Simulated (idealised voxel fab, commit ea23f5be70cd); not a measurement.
process module | voxel released beams
cross-section cut | 280 nm wide | cells 5 nm
A cross-section is a grid of square cells, given in bands from the top down. A band is one or more rows of cells.
Each band's line starts with the height of the band's top and of its bottom, in nm. Then come its materials from left to right, each with its width in nm. One material with "throughout" fills the band from edge to edge. "air" is empty space.
Height 0 is the level under which the wafer as received is all one material. The lowest band goes on downwards, as in "0 down".
A width such as "30 to 40" changes by the same amount from each row of cells to the next, from the band's top row to its bottom row.
"no change" after a step means that no cell of the cross-section changed.
closed voids: empty space of 8 cells or more with no open way to the top, each as width x height at its distance from the left edge, in nm
after a step's settings: what the simulator itself notes on the step
overlay nm, on a step with a mask: how far to the right of its planned place the mask lay; to the left if negative
plan
1 op RECEIVE | material Si
2 op CONFORMAL_DEP | material Al2O3 | thk nm 10
3 op DIRECTIONAL_DEP | material SiO2 | thk nm 15
4 op PATTERN | tone open | mask id ANCHOR | material resist | width nm 30 | thk nm 15 | overlay nm 0
5 op DIRECTIONAL_ETCH | etch materials SiO2 | depth nm 15
6 op STRIP | etch materials resist
7 op CONFORMAL_DEP | material SiN | thk nm 10
8 op PATTERN | tone cover | mask id BEAM | material resist | width nm 75 | thk nm 15 | overlay nm 0
9 op DIRECTIONAL_ETCH | etch materials SiN | depth nm 10
10 op STRIP | etch materials resist
11 op STRIP | etch materials SiO2
as received, after step 1
  0 down: Si throughout
  closed voids: none
first wafer at the end, as planned
  35 to 25: air 100 | SiN 15 | air 10 | SiN 50 | air 105
  25 to 20: air 105 | SiN 10 | air 10 | SiN 10 | air 145
  20 to 10: air 105 | SiN 30 | air 145
  10 to 0: Al2O3 throughout
  0 down: Si throughout
  closed voids: none
second wafer at the end: like start, like plan, one mistake
  35 to 25: air 105 | SiN 10 | air 10 | SiN 45 | air 110
  25 to 20: air 105 | SiN 10 | air 10 | SiN 10 | air 145
  20 to 10: air 105 | SiN 30 | air 145
  10 to 0: Al2O3 throughout
  0 down: Si throughout
  closed voids: none
what went wrong: step 8 ran as: op PATTERN | tone cover | mask id BEAM | material resist | width nm 65 | thk nm 15 | overlay nm 0
at the end the second wafer has, in cells: 4 fewer of SiN
